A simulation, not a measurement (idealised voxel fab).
The process module that follows is named voxel wiring stack.
For reference, the cross-section in this document is cut, with width 210 nm and square cells of 5 nm.
Reading order for cross-sections: top band down to bottom band. Underlying form: a grid of square cells. Band size: one or more rows of cells.
In this notation a band is specified by the heights of its top and bottom, in that order and in nm, after which its materials appear from left to right, each paired with its width in nm. The word "full width" attached to a single material means that material fills the band from edge to edge; the word "blank" stands for empty space.
Zero point of the height axis is 0; under it, received wafer = one material. Lowest band: continues down indefinitely, "0..down".
Note: "30->40" means the width goes from the first number (top row of the band) to the second number (bottom row) in equal steps per row of cells.
Reading "all unchanged" for a step: not a cell of the cross-section changed in it.
Entry "Closed void list". Content: empty spaces with no open connection to the top, size 8 cells or greater. Each: width x height at distance. Distance: from left edge. Unit: nm.
Formally, on a step line, whatever follows the settings is a remark that the simulator itself makes on the step.
Each step line may optionally specify "overlay nm", which for a step with a mask gives the rightward distance between the mask's planned place and where it lay, a negative value indicating the leftward direction.
Each pair of cross-sections that follows straddles one process step: the one shows the state before the step, the other the state after it, down to the lowest band that changed and no further. The step in question, and its settings, are given under the pair. Note that a pair is not necessarily a continuation of the pair above it, since pairs can come from different runs of this module on the same starting wafer; it is a continuation only where its entry headed "Pre-process" says so.

PRE-PROCESS
    115..105: aC 30 nm, blank 15 nm, aC 45 nm, blank 15 nm, aC 45 nm, blank 15 nm, aC 45 nm
    105..95: Ru 30 nm, aC 15 nm, Ru 45 nm, aC 15 nm, Ru 45 nm, aC 15 nm, Ru 45 nm
    95..90: Ru full width
    90..85: TiN 30 nm, Ru 15 nm, TiN 45 nm, Ru 15 nm, TiN 45 nm, Ru 15 nm, TiN 45 nm
    85..80: lowk 30 nm, Ru 15 nm, lowk 45 nm, Ru 15 nm, lowk 45 nm, Ru 15 nm, lowk 45 nm
    80..75: lowk 30 nm, TiN 15 nm, lowk 45 nm, TiN 15 nm, lowk 45 nm, TiN 15 nm, lowk 45 nm
    75..70: lowk 30 nm, Ru 15 nm, lowk 45 nm, Ru 15 nm, lowk 45 nm, Ru 15 nm, lowk 45 nm
    70..65: SiCN 30 nm, Ru 15 nm, SiCN 45 nm, Ru 15 nm, SiCN 45 nm, Ru 15 nm, SiCN 45 nm
    65..50: SiO2 30 nm, TiN 5 nm, W 20 nm, TiN 5 nm, SiO2 30 nm, TiN 5 nm, W 20 nm, TiN 5 nm, SiO2 30 nm, TiN 5 nm, W 20 nm, TiN 5 nm, SiO2 30 nm
    50..45: SiN 30 nm, TiN 30 nm, SiN 30 nm, TiN 30 nm, SiN 30 nm, TiN 30 nm, SiN 30 nm
    45..35: SiO2 30 nm, Ru 15 nm, SiO2 45 nm, Ru 15 nm, SiO2 45 nm, Ru 15 nm, SiO2 45 nm
    35..30: SiCN 30 nm, Ru 15 nm, SiCN 45 nm, Ru 15 nm, SiCN 45 nm, Ru 15 nm, SiCN 45 nm
    30..15: SiO2 30 nm, W 30 nm, SiO2 30 nm, W 30 nm, SiO2 30 nm, W 30 nm, SiO2 30 nm
    15..10: SiO2 30 nm, TiN 30 nm, SiO2 30 nm, TiN 30 nm, SiO2 30 nm, TiN 30 nm, SiO2 30 nm
    10..0: SiO2 full width
    0..down: Si full width
    Closed void list: none

POST-PROCESS VIEW
    140..115: blank 30 nm, resist 30 nm, blank 30 nm, resist 30 nm, blank 30 nm, resist 30 nm, blank 30 nm
    115..105: aC 30 nm, resist 15 nm, aC 45 nm, resist 15 nm, aC 45 nm, resist 15 nm, aC 45 nm
    Anything lower than 105 is untouched.
    Closed void list: none
Here is the step that sits between the two cross-sections above: PATTERN,tone cover,mask id METAL_3,material resist,width nm 30,pitch nm 60,thk nm 25,overlay nm 0

Pre-process: = after-state of the pair above.

POST-PROCESS VIEW
    130..115: blank 30 nm, resist 30 nm, blank 30 nm, resist 30 nm, blank 30 nm, resist 30 nm, blank 30 nm
    115..105: blank 30 nm, resist 15 nm, aC 15 nm, blank 30 nm, resist 15 nm, aC 15 nm, blank 30 nm, resist 15 nm, aC 15 nm, blank 30 nm
    Anything lower than 105 is untouched.
    Closed void list: none
Here is the step that sits between the two cross-sections above: DIRECTIONAL_ETCH,etch materials aC,depth nm 10

Pre-process: = after-state of the pair above.

POST-PROCESS VIEW
    115..105: blank 45 nm, aC 15 nm, blank 45 nm, aC 15 nm, blank 45 nm, aC 15 nm, blank 30 nm
    Anything lower than 105 is untouched.
    Closed void list: none
Here is the step that sits between the two cross-sections above: STRIP,etch materials resist

Pre-process: = after-state of the pair above.

POST-PROCESS VIEW
    115..105: blank 45 nm, aC 15 nm, blank 45 nm, aC 15 nm, blank 45 nm, aC 15 nm, blank 30 nm
    105..95: blank 30 nm, aC 15 nm, Ru 15 nm, blank 30 nm, aC 15 nm, Ru 15 nm, blank 30 nm, aC 15 nm, Ru 15 nm, blank 30 nm
    95..90: blank 30 nm, Ru 30 nm, blank 30 nm, Ru 30 nm, blank 30 nm, Ru 30 nm, blank 30 nm
    Anything lower than 90 is untouched.
    Closed void list: none
Here is the step that sits between the two cross-sections above: DIRECTIONAL_ETCH,etch materials Ru,depth nm 15

Pre-process: = after-state of the pair above.

POST-PROCESS VIEW
    115..105: blank 45 nm, aC 15 nm, blank 45 nm, aC 15 nm, blank 45 nm, aC 15 nm, blank 30 nm
    105..95: blank 30 nm, aC 15 nm, Ru 15 nm, blank 30 nm, aC 15 nm, Ru 15 nm, blank 30 nm, aC 15 nm, Ru 15 nm, blank 30 nm
    95..90: blank 30 nm, Ru 30 nm, blank 30 nm, Ru 30 nm, blank 30 nm, Ru 30 nm, blank 30 nm
    90..85: blank 30 nm, Ru 15 nm, TiN 15 nm, blank 30 nm, Ru 15 nm, TiN 15 nm, blank 30 nm, Ru 15 nm, TiN 15 nm, blank 30 nm
    Anything lower than 85 is untouched.
    Closed void list: none
Here is the step that sits between the two cross-sections above: DIRECTIONAL_ETCH,etch materials TiN,depth nm 5

Pre-process: = after-state of the pair above.

POST-PROCESS VIEW
    105..95: blank 45 nm, Ru 15 nm, blank 45 nm, Ru 15 nm, blank 45 nm, Ru 15 nm, blank 30 nm
    Anything lower than 95 is untouched.
    Closed void list: none
Here is the step that sits between the two cross-sections above: STRIP,etch materials aC

Pre-process: = after-state of the pair above.

POST-PROCESS VIEW
    110..105: lowk full width
    105..95: lowk 45 nm, Ru 15 nm, lowk 45 nm, Ru 15 nm, lowk 45 nm, Ru 15 nm, lowk 30 nm
    95..90: lowk 30 nm, Ru 30 nm, lowk 30 nm, Ru 30 nm, lowk 30 nm, Ru 30 nm, lowk 30 nm
    90..85: lowk 30 nm, Ru 15 nm, TiN 15 nm, lowk 30 nm, Ru 15 nm, TiN 15 nm, lowk 30 nm, Ru 15 nm, TiN 15 nm, lowk 30 nm
    Anything lower than 85 is untouched.
    Closed void list: none
Here is the step that sits between the two cross-sections above: FILL_DEP,material lowk,thk nm 5

Pre-process: = after-state of the pair above.

POST-PROCESS VIEW
    105..95: lowk 45 nm, Ru 15 nm, lowk 45 nm, Ru 15 nm, lowk 45 nm, Ru 15 nm, lowk 30 nm
    Anything lower than 95 is untouched.
    Closed void list: none
Here is the step that sits between the two cross-sections above: CMP,height nm 105

Pre-process: = after-state of the pair above.

POST-PROCESS VIEW
    110..105: SiCN full width
    Anything lower than 105 is untouched.
    Closed void list: none
Here is the step that sits between the two cross-sections above: CONFORMAL_DEP,material SiCN,thk nm 5

Pre-process: = after-state of the pair above.

POST-PROCESS VIEW
    130..110: SiO2 full width
    Anything lower than 110 is untouched.
    Closed void list: none
Here is the step that sits between the two cross-sections above: DIRECTIONAL_DEP,material SiO2,thk nm 20

Pre-process: = after-state of the pair above.

POST-PROCESS VIEW
    130..110: SiO2 30 nm, blank 15 nm, SiO2 105 nm, blank 15 nm, SiO2 45 nm
    Anything lower than 110 is untouched.
    Closed void list: none
Here is the step that sits between the two cross-sections above: MASKED_ETCH,tone open,mask id PLUG_3,width nm 15,pitch nm 120,etch materials SiO2,depth nm 20,overlay nm 0

Pre-process: = after-state of the pair above.

POST-PROCESS VIEW
    130..110: SiO2 30 nm, blank 15 nm, SiO2 105 nm, blank 15 nm, SiO2 45 nm
    110..105: SiCN 30 nm, blank 15 nm, SiCN 105 nm, blank 15 nm, SiCN 45 nm
    Anything lower than 105 is untouched.
    Closed void list: none
Here is the step that sits between the two cross-sections above: MASKED_ETCH,tone open,mask id PLUG_3,width nm 15,pitch nm 120,etch materials SiCN,depth nm 5,overlay nm 0

Pre-process: = after-state of the pair above.

POST-PROCESS VIEW
    135..130: TiN 35 nm, blank 5 nm, TiN 115 nm, blank 5 nm, TiN 50 nm
    130..110: SiO2 30 nm, TiN 5 nm, blank 5 nm, TiN 5 nm, SiO2 105 nm, TiN 5 nm, blank 5 nm, TiN 5 nm, SiO2 45 nm
    110..105: SiCN 30 nm, TiN 15 nm, SiCN 105 nm, TiN 15 nm, SiCN 45 nm
    Anything lower than 105 is untouched.
    Closed void list: none
Here is the step that sits between the two cross-sections above: CONFORMAL_DEP,material TiN,thk nm 5

Pre-process: = after-state of the pair above.

POST-PROCESS VIEW
    140..135: Cu full width
    135..130: TiN 35 nm, Cu 5 nm, TiN 115 nm, Cu 5 nm, TiN 50 nm
    130..110: SiO2 30 nm, TiN 5 nm, Cu 5 nm, TiN 5 nm, SiO2 105 nm, TiN 5 nm, Cu 5 nm, TiN 5 nm, SiO2 45 nm
    Anything lower than 110 is untouched.
    Closed void list: none
Here is the step that sits between the two cross-sections above: FILL_DEP,material Cu,thk nm 5

Pre-process: = after-state of the pair above.

POST-PROCESS VIEW
    130..110: SiO2 30 nm, TiN 5 nm, Cu 5 nm, TiN 5 nm, SiO2 105 nm, TiN 5 nm, Cu 5 nm, TiN 5 nm, SiO2 45 nm
    Anything lower than 110 is untouched.
    Closed void list: none
Here is the step that sits between the two cross-sections above: CMP,height nm 130

Pre-process: = after-state of the pair above.

POST-PROCESS VIEW
    135..130: TiN full width
    Anything lower than 130 is untouched.
    Closed void list: none
Here is the step that sits between the two cross-sections above: DIRECTIONAL_DEP,material TiN,thk nm 5

Pre-process: = after-state of the pair above.

POST-PROCESS VIEW
    150..135: W full width
    Anything lower than 135 is untouched.
    Closed void list: none
Here is the step that sits between the two cross-sections above: DIRECTIONAL_DEP,material W,thk nm 15

Pre-process: = after-state of the pair above.

POST-PROCESS VIEW
    165..150: blank 30 nm, resist 30 nm, blank 30 nm, resist 30 nm, blank 30 nm, resist 30 nm, blank 30 nm
    Anything lower than 150 is untouched.
    Closed void list: none
Here is the step that sits between the two cross-sections above: PATTERN,tone cover,mask id METAL_4,material resist,width nm 30,pitch nm 60,thk nm 15,overlay nm 0

Pre-process: = after-state of the pair above.

POST-PROCESS VIEW
    165..150: blank 30 nm, resist 30 nm, blank 30 nm, resist 30 nm, blank 30 nm, resist 30 nm, blank 30 nm
    150..135: blank 30 nm, W 30 nm, blank 30 nm, W 30 nm, blank 30 nm, W 30 nm, blank 30 nm
    Anything lower than 135 is untouched.
    Closed void list: none
Here is the step that sits between the two cross-sections above: DIRECTIONAL_ETCH,etch materials W,depth nm 15

Pre-process: = after-state of the pair above.

POST-PROCESS VIEW
    165..150: blank 30 nm, resist 30 nm, blank 30 nm, resist 30 nm, blank 30 nm, resist 30 nm, blank 30 nm
    150..135: blank 30 nm, W 30 nm, blank 30 nm, W 30 nm, blank 30 nm, W 30 nm, blank 30 nm
    135..130: blank 30 nm, TiN 30 nm, blank 30 nm, TiN 30 nm, blank 30 nm, TiN 30 nm, blank 30 nm
    Anything lower than 130 is untouched.
    Closed void list: none
Here is the step that sits between the two cross-sections above: DIRECTIONAL_ETCH,etch materials TiN,depth nm 5

Pre-process: = after-state of the pair above.

POST-PROCESS VIEW
    150..135: blank 30 nm, W 30 nm, blank 30 nm, W 30 nm, blank 30 nm, W 30 nm, blank 30 nm
    Anything lower than 135 is untouched.
    Closed void list: none
Here is the step that sits between the two cross-sections above: STRIP,etch materials resist

Pre-process: = after-state of the pair above.

POST-PROCESS VIEW
    160..150: lowk full width
    150..135: lowk 30 nm, W 30 nm, lowk 30 nm, W 30 nm, lowk 30 nm, W 30 nm, lowk 30 nm
    135..130: lowk 30 nm, TiN 30 nm, lowk 30 nm, TiN 30 nm, lowk 30 nm, TiN 30 nm, lowk 30 nm
    Anything lower than 130 is untouched.
    Closed void list: none
Here is the step that sits between the two cross-sections above: FILL_DEP,material lowk,thk nm 10

Pre-process: = after-state of the pair above.

POST-PROCESS VIEW
    150..135: lowk 30 nm, W 30 nm, lowk 30 nm, W 30 nm, lowk 30 nm, W 30 nm, lowk 30 nm
    Anything lower than 135 is untouched.
    Closed void list: none
Here is the step that sits between the two cross-sections above: CMP,height nm 150

Pre-process: = after-state of the pair above.

POST-PROCESS VIEW
    155..150: SiCN full width
    Anything lower than 150 is untouched.
    Closed void list: none
Here is the step that sits between the two cross-sections above: CONFORMAL_DEP,material SiCN,thk nm 5

PRE-PROCESS
    85..70: lowk full width
    70..65: SiCN full width
    65..50: SiO2 30 nm, TiN 5 nm, W 20 nm, TiN 5 nm, SiO2 30 nm, TiN 5 nm, W 20 nm, TiN 5 nm, SiO2 30 nm, TiN 5 nm, W 20 nm, TiN 5 nm, SiO2 30 nm
    50..45: SiN 30 nm, TiN 30 nm, SiN 30 nm, TiN 30 nm, SiN 30 nm, TiN 30 nm, SiN 30 nm
    45..35: SiO2 30 nm, Ru 15 nm, SiO2 45 nm, Ru 15 nm, SiO2 45 nm, Ru 15 nm, SiO2 45 nm
    35..30: SiCN 30 nm, Ru 15 nm, SiCN 45 nm, Ru 15 nm, SiCN 45 nm, Ru 15 nm, SiCN 45 nm
    30..15: SiO2 30 nm, W 30 nm, SiO2 30 nm, W 30 nm, SiO2 30 nm, W 30 nm, SiO2 30 nm
    15..10: SiO2 30 nm, TiN 30 nm, SiO2 30 nm, TiN 30 nm, SiO2 30 nm, TiN 30 nm, SiO2 30 nm
    10..0: SiO2 full width
    0..down: Si full width
    Closed void list: none

POST-PROCESS VIEW
    100..70: lowk full width
    Anything lower than 70 is untouched.
    Closed void list: none
Here is the step that sits between the two cross-sections above: DIRECTIONAL_DEP,material lowk,thk nm 15

Pre-process: = after-state of the pair above.

POST-PROCESS VIEW
    110..100: aC full width
    Anything lower than 100 is untouched.
    Closed void list: none
Here is the step that sits between the two cross-sections above: DIRECTIONAL_DEP,material aC,thk nm 10

Pre-process: = after-state of the pair above.

POST-PROCESS VIEW
    135..110: resist 30 nm, blank 15 nm, resist 45 nm, blank 15 nm, resist 45 nm, blank 15 nm, resist 45 nm
    Anything lower than 110 is untouched.
    Closed void list: none
Here is the step that sits between the two cross-sections above: PATTERN,tone open,mask id PLUG_2,material resist,width nm 15,pitch nm 60,thk nm 25,overlay nm 0

Pre-process: = after-state of the pair above.

POST-PROCESS VIEW
    125..110: resist 30 nm, blank 15 nm, resist 45 nm, blank 15 nm, resist 45 nm, blank 15 nm, resist 45 nm
    110..100: aC 30 nm, blank 15 nm, aC 45 nm, blank 15 nm, aC 45 nm, blank 15 nm, aC 45 nm
    Anything lower than 100 is untouched.
    Closed void list: none
Here is the step that sits between the two cross-sections above: DIRECTIONAL_ETCH,etch materials aC,depth nm 10

Pre-process: = after-state of the pair above.

POST-PROCESS VIEW
    110..100: aC 30 nm, blank 15 nm, aC 45 nm, blank 15 nm, aC 45 nm, blank 15 nm, aC 45 nm
    Anything lower than 100 is untouched.
    Closed void list: none
Here is the step that sits between the two cross-sections above: STRIP,etch materials resist

Pre-process: = after-state of the pair above.

POST-PROCESS VIEW
    110..100: aC 30 nm, blank 15 nm, aC 45 nm, blank 15 nm, aC 45 nm, blank 15 nm, aC 45 nm
    100..85: lowk 30 nm, blank 15 nm, lowk 45 nm, blank 15 nm, lowk 45 nm, blank 15 nm, lowk 45 nm
    Anything lower than 85 is untouched.
    Closed void list: none
Here is the step that sits between the two cross-sections above: DIRECTIONAL_ETCH,etch materials lowk,depth nm 15

Pre-process: = after-state of the pair above.

POST-PROCESS VIEW
    100..85: lowk 30 nm, blank 15 nm, lowk 45 nm, blank 15 nm, lowk 45 nm, blank 15 nm, lowk 45 nm
    Anything lower than 85 is untouched.
    Closed void list: none
Here is the step that sits between the two cross-sections above: STRIP,etch materials aC

Pre-process: = after-state of the pair above.

POST-PROCESS VIEW
    105..100: TiN 30 nm, blank 15 nm, TiN 45 nm, blank 15 nm, TiN 45 nm, blank 15 nm, TiN 45 nm
    100..90: lowk 30 nm, blank 15 nm, lowk 45 nm, blank 15 nm, lowk 45 nm, blank 15 nm, lowk 45 nm
    90..85: lowk 30 nm, TiN 15 nm, lowk 45 nm, TiN 15 nm, lowk 45 nm, TiN 15 nm, lowk 45 nm
    Anything lower than 85 is untouched.
    Closed void list: none
Here is the step that sits between the two cross-sections above: DIRECTIONAL_DEP,material TiN,thk nm 5

Pre-process: = after-state of the pair above.

POST-PROCESS VIEW
    120..105: Ru 30 nm, blank 15 nm, Ru 45 nm, blank 15 nm, Ru 45 nm, blank 15 nm, Ru 45 nm
    105..100: TiN 30 nm, Ru 15 nm, TiN 45 nm, Ru 15 nm, TiN 45 nm, Ru 15 nm, TiN 45 nm
    100..90: lowk 30 nm, Ru 15 nm, lowk 45 nm, Ru 15 nm, lowk 45 nm, Ru 15 nm, lowk 45 nm
    Anything lower than 90 is untouched.
    Closed void list: none
Here is the step that sits between the two cross-sections above: DIRECTIONAL_DEP,material Ru,thk nm 15

Pre-process: = after-state of the pair above.

POST-PROCESS VIEW
    130..120: aC 30 nm, blank 15 nm, aC 45 nm, blank 15 nm, aC 45 nm, blank 15 nm, aC 45 nm
    120..115: Ru 30 nm, blank 15 nm, Ru 45 nm, blank 15 nm, Ru 45 nm, blank 15 nm, Ru 45 nm
    115..105: Ru 30 nm, aC 15 nm, Ru 45 nm, aC 15 nm, Ru 45 nm, aC 15 nm, Ru 45 nm
    Anything lower than 105 is untouched.
    Closed void list: none
Here is the step that sits between the two cross-sections above: DIRECTIONAL_DEP,material aC,thk nm 10

Pre-process: = after-state of the pair above.

POST-PROCESS VIEW
    155..130: blank 30 nm, resist 30 nm, blank 30 nm, resist 30 nm, blank 30 nm, resist 30 nm, blank 30 nm
    130..120: aC 30 nm, resist 15 nm, aC 45 nm, resist 15 nm, aC 45 nm, resist 15 nm, aC 45 nm
    120..115: Ru 30 nm, resist 15 nm, Ru 45 nm, resist 15 nm, Ru 45 nm, resist 15 nm, Ru 45 nm
    Anything lower than 115 is untouched.
    Closed void list: none
Here is the step that sits between the two cross-sections above: PATTERN,tone cover,mask id METAL_3,material resist,width nm 30,pitch nm 60,thk nm 25,overlay nm 0

Pre-process: = after-state of the pair above.

POST-PROCESS VIEW
    145..130: blank 30 nm, resist 30 nm, blank 30 nm, resist 30 nm, blank 30 nm, resist 30 nm, blank 30 nm
    130..120: blank 30 nm, resist 15 nm, aC 15 nm, blank 30 nm, resist 15 nm, aC 15 nm, blank 30 nm, resist 15 nm, aC 15 nm, blank 30 nm
    Anything lower than 120 is untouched.
    Closed void list: none
Here is the step that sits between the two cross-sections above: DIRECTIONAL_ETCH,etch materials aC,depth nm 10

Pre-process: = after-state of the pair above.

POST-PROCESS VIEW
    130..120: blank 45 nm, aC 15 nm, blank 45 nm, aC 15 nm, blank 45 nm, aC 15 nm, blank 30 nm
    120..115: Ru 30 nm, blank 15 nm, Ru 45 nm, blank 15 nm, Ru 45 nm, blank 15 nm, Ru 45 nm
    Anything lower than 115 is untouched.
    Closed void list: none
Here is the step that sits between the two cross-sections above: STRIP,etch materials resist

Pre-process: = after-state of the pair above.

POST-PROCESS VIEW
    130..120: blank 45 nm, aC 15 nm, blank 45 nm, aC 15 nm, blank 45 nm, aC 15 nm, blank 30 nm
    120..115: blank 45 nm, Ru 15 nm, blank 45 nm, Ru 15 nm, blank 45 nm, Ru 15 nm, blank 30 nm
    115..105: blank 30 nm, aC 15 nm, Ru 15 nm, blank 30 nm, aC 15 nm, Ru 15 nm, blank 30 nm, aC 15 nm, Ru 15 nm, blank 30 nm
    Anything lower than 105 is untouched.
    Closed void list: none
Here is the step that sits between the two cross-sections above: DIRECTIONAL_ETCH,etch materials Ru,depth nm 15

Pre-process: = after-state of the pair above.

POST-PROCESS VIEW
    130..120: blank 45 nm, aC 15 nm, blank 45 nm, aC 15 nm, blank 45 nm, aC 15 nm, blank 30 nm
    120..115: blank 45 nm, Ru 15 nm, blank 45 nm, Ru 15 nm, blank 45 nm, Ru 15 nm, blank 30 nm
    115..105: blank 30 nm, aC 15 nm, Ru 15 nm, blank 30 nm, aC 15 nm, Ru 15 nm, blank 30 nm, aC 15 nm, Ru 15 nm, blank 30 nm
    105..100: blank 30 nm, Ru 15 nm, TiN 15 nm, blank 30 nm, Ru 15 nm, TiN 15 nm, blank 30 nm, Ru 15 nm, TiN 15 nm, blank 30 nm
    Anything lower than 100 is untouched.
    Closed void list: none
Here is the step that sits between the two cross-sections above: DIRECTIONAL_ETCH,etch materials TiN,depth nm 5

Pre-process: = after-state of the pair above.

POST-PROCESS VIEW
    120..105: blank 45 nm, Ru 15 nm, blank 45 nm, Ru 15 nm, blank 45 nm, Ru 15 nm, blank 30 nm
    Anything lower than 105 is untouched.
    Closed void list: none
Here is the step that sits between the two cross-sections above: STRIP,etch materials aC

Pre-process: = after-state of the pair above.

POST-PROCESS VIEW
    125..120: lowk full width
    120..105: lowk 45 nm, Ru 15 nm, lowk 45 nm, Ru 15 nm, lowk 45 nm, Ru 15 nm, lowk 30 nm
    105..100: lowk 30 nm, Ru 15 nm, TiN 15 nm, lowk 30 nm, Ru 15 nm, TiN 15 nm, lowk 30 nm, Ru 15 nm, TiN 15 nm, lowk 30 nm
    Anything lower than 100 is untouched.
    Closed void list: none
Here is the step that sits between the two cross-sections above: FILL_DEP,material lowk,thk nm 5

Pre-process: = after-state of the pair above.

POST-PROCESS VIEW
    105..100: lowk 30 nm, Ru 15 nm, TiN 15 nm, lowk 30 nm, Ru 15 nm, TiN 15 nm, lowk 30 nm, Ru 15 nm, TiN 15 nm, lowk 30 nm
    Anything lower than 100 is untouched.
    Closed void list: none
Here is the step that sits between the two cross-sections above: CMP,height nm 105

Pre-process: = after-state of the pair above.

POST-PROCESS VIEW
    110..105: SiCN full width
    Anything lower than 105 is untouched.
    Closed void list: none
Here is the step that sits between the two cross-sections above: CONFORMAL_DEP,material SiCN,thk nm 5

Pre-process: = after-state of the pair above.

POST-PROCESS VIEW
    130..110: SiO2 full width
    Anything lower than 110 is untouched.
    Closed void list: none
Here is the step that sits between the two cross-sections above: DIRECTIONAL_DEP,material SiO2,thk nm 20

Pre-process: = after-state of the pair above.

POST-PROCESS VIEW
    130..110: SiO2 30 nm, blank 15 nm, SiO2 105 nm, blank 15 nm, SiO2 45 nm
    Anything lower than 110 is untouched.
    Closed void list: none
Here is the step that sits between the two cross-sections above: MASKED_ETCH,tone open,mask id PLUG_3,width nm 15,pitch nm 120,etch materials SiO2,depth nm 20,overlay nm 0

Pre-process: = after-state of the pair above.

POST-PROCESS VIEW
    130..110: SiO2 30 nm, blank 15 nm, SiO2 105 nm, blank 15 nm, SiO2 45 nm
    110..105: SiCN 30 nm, blank 15 nm, SiCN 105 nm, blank 15 nm, SiCN 45 nm
    Anything lower than 105 is untouched.
    Closed void list: none
Here is the step that sits between the two cross-sections above: MASKED_ETCH,tone open,mask id PLUG_3,width nm 15,pitch nm 120,etch materials SiCN,depth nm 5,overlay nm 0

Pre-process: = after-state of the pair above.

POST-PROCESS VIEW
    135..130: TiN 35 nm, blank 5 nm, TiN 115 nm, blank 5 nm, TiN 50 nm
    130..110: SiO2 30 nm, TiN 5 nm, blank 5 nm, TiN 5 nm, SiO2 105 nm, TiN 5 nm, blank 5 nm, TiN 5 nm, SiO2 45 nm
    110..105: SiCN 30 nm, TiN 15 nm, SiCN 105 nm, TiN 15 nm, SiCN 45 nm
    Anything lower than 105 is untouched.
    Closed void list: none
Here is the step that sits between the two cross-sections above: CONFORMAL_DEP,material TiN,thk nm 5

Pre-process: = after-state of the pair above.

POST-PROCESS VIEW
    140..135: Cu full width
    135..130: TiN 35 nm, Cu 5 nm, TiN 115 nm, Cu 5 nm, TiN 50 nm
    130..110: SiO2 30 nm, TiN 5 nm, Cu 5 nm, TiN 5 nm, SiO2 105 nm, TiN 5 nm, Cu 5 nm, TiN 5 nm, SiO2 45 nm
    Anything lower than 110 is untouched.
    Closed void list: none
Here is the step that sits between the two cross-sections above: FILL_DEP,material Cu,thk nm 5

Pre-process: = after-state of the pair above.

POST-PROCESS VIEW
    130..110: SiO2 30 nm, TiN 5 nm, Cu 5 nm, TiN 5 nm, SiO2 105 nm, TiN 5 nm, Cu 5 nm, TiN 5 nm, SiO2 45 nm
    Anything lower than 110 is untouched.
    Closed void list: none
Here is the step that sits between the two cross-sections above: CMP,height nm 130

Pre-process: = after-state of the pair above.

POST-PROCESS VIEW
    135..130: TiN full width
    Anything lower than 130 is untouched.
    Closed void list: none
Here is the step that sits between the two cross-sections above: DIRECTIONAL_DEP,material TiN,thk nm 5

Pre-process: = after-state of the pair above.

POST-PROCESS VIEW
    150..135: W full width
    Anything lower than 135 is untouched.
    Closed void list: none
Here is the step that sits between the two cross-sections above: DIRECTIONAL_DEP,material W,thk nm 15

Pre-process: = after-state of the pair above.

POST-PROCESS VIEW
    165..150: blank 30 nm, resist 30 nm, blank 30 nm, resist 30 nm, blank 30 nm, resist 30 nm, blank 30 nm
    Anything lower than 150 is untouched.
    Closed void list: none
Here is the step that sits between the two cross-sections above: PATTERN,tone cover,mask id METAL_4,material resist,width nm 30,pitch nm 60,thk nm 15,overlay nm 0

Pre-process: = after-state of the pair above.

POST-PROCESS VIEW
    165..150: blank 30 nm, resist 30 nm, blank 30 nm, resist 30 nm, blank 30 nm, resist 30 nm, blank 30 nm
    150..135: blank 30 nm, W 30 nm, blank 30 nm, W 30 nm, blank 30 nm, W 30 nm, blank 30 nm
    Anything lower than 135 is untouched.
    Closed void list: none
Here is the step that sits between the two cross-sections above: DIRECTIONAL_ETCH,etch materials W,depth nm 15

Pre-process: = after-state of the pair above.

POST-PROCESS VIEW
    165..150: blank 30 nm, resist 30 nm, blank 30 nm, resist 30 nm, blank 30 nm, resist 30 nm, blank 30 nm
    150..135: blank 30 nm, W 30 nm, blank 30 nm, W 30 nm, blank 30 nm, W 30 nm, blank 30 nm
    135..130: blank 30 nm, TiN 30 nm, blank 30 nm, TiN 30 nm, blank 30 nm, TiN 30 nm, blank 30 nm
    Anything lower than 130 is untouched.
    Closed void list: none
Here is the step that sits between the two cross-sections above: DIRECTIONAL_ETCH,etch materials TiN,depth nm 5

Pre-process: = after-state of the pair above.

POST-PROCESS VIEW
    150..135: blank 30 nm, W 30 nm, blank 30 nm, W 30 nm, blank 30 nm, W 30 nm, blank 30 nm
    Anything lower than 135 is untouched.
    Closed void list: none
Here is the step that sits between the two cross-sections above: STRIP,etch materials resist

Pre-process: = after-state of the pair above.

POST-PROCESS VIEW
    160..150: lowk full width
    150..135: lowk 30 nm, W 30 nm, lowk 30 nm, W 30 nm, lowk 30 nm, W 30 nm, lowk 30 nm
    135..130: lowk 30 nm, TiN 30 nm, lowk 30 nm, TiN 30 nm, lowk 30 nm, TiN 30 nm, lowk 30 nm
    Anything lower than 130 is untouched.
    Closed void list: none
Here is the step that sits between the two cross-sections above: FILL_DEP,material lowk,thk nm 10

Pre-process: = after-state of the pair above.

POST-PROCESS VIEW
    150..135: lowk 30 nm, W 30 nm, lowk 30 nm, W 30 nm, lowk 30 nm, W 30 nm, lowk 30 nm
    Anything lower than 135 is untouched.
    Closed void list: none
Here is the step that sits between the two cross-sections above: CMP,height nm 150

Pre-process: = after-state of the pair above.

POST-PROCESS VIEW
    155..150: SiCN full width
    Anything lower than 150 is untouched.
    Closed void list: none
Here is the step that sits between the two cross-sections above: CONFORMAL_DEP,material SiCN,thk nm 5

PRE-PROCESS
    130..110: SiO2 30 nm, TiN 5 nm, Cu 5 nm, TiN 5 nm, SiO2 105 nm, TiN 5 nm, Cu 5 nm, TiN 5 nm, SiO2 45 nm
    110..105: SiCN 30 nm, TiN 15 nm, SiCN 105 nm, TiN 15 nm, SiCN 45 nm
    105..90: lowk 30 nm, Ru 30 nm, lowk 30 nm, Ru 30 nm, lowk 30 nm, Ru 30 nm, lowk 30 nm
    90..85: lowk 30 nm, TiN 30 nm, lowk 30 nm, TiN 30 nm, lowk 30 nm, TiN 30 nm, lowk 30 nm
    85..70: lowk 30 nm, Ru 15 nm, lowk 45 nm, Ru 15 nm, lowk 45 nm, Ru 15 nm, lowk 45 nm
    70..65: SiCN 30 nm, Ru 15 nm, SiCN 45 nm, Ru 15 nm, SiCN 45 nm, Ru 15 nm, SiCN 45 nm
    65..50: SiO2 30 nm, TiN 5 nm, W 20 nm, TiN 5 nm, SiO2 30 nm, TiN 5 nm, W 20 nm, TiN 5 nm, SiO2 30 nm, TiN 5 nm, W 20 nm, TiN 5 nm, SiO2 30 nm
    50..45: SiN 30 nm, TiN 30 nm, SiN 30 nm, TiN 30 nm, SiN 30 nm, TiN 30 nm, SiN 30 nm
    45..35: SiO2 30 nm, Ru 15 nm, SiO2 45 nm, Ru 15 nm, SiO2 45 nm, Ru 15 nm, SiO2 45 nm
    35..30: SiCN 30 nm, Ru 15 nm, SiCN 45 nm, Ru 15 nm, SiCN 45 nm, Ru 15 nm, SiCN 45 nm
    30..15: SiO2 30 nm, W 30 nm, SiO2 30 nm, W 30 nm, SiO2 30 nm, W 30 nm, SiO2 30 nm
    15..10: SiO2 30 nm, TiN 30 nm, SiO2 30 nm, TiN 30 nm, SiO2 30 nm, TiN 30 nm, SiO2 30 nm
    10..0: SiO2 full width
    0..down: Si full width
    Closed void list: none

POST-PROCESS VIEW
    145..130: W full width
    Anything lower than 130 is untouched.
    Closed void list: none
Here is the step that sits between the two cross-sections above: DIRECTIONAL_DEP,material W,thk nm 15

Pre-process: = after-state of the pair above.

POST-PROCESS VIEW
    150..145: TiN full width
    Anything lower than 145 is untouched.
    Closed void list: none
Here is the step that sits between the two cross-sections above: DIRECTIONAL_DEP,material TiN,thk nm 5
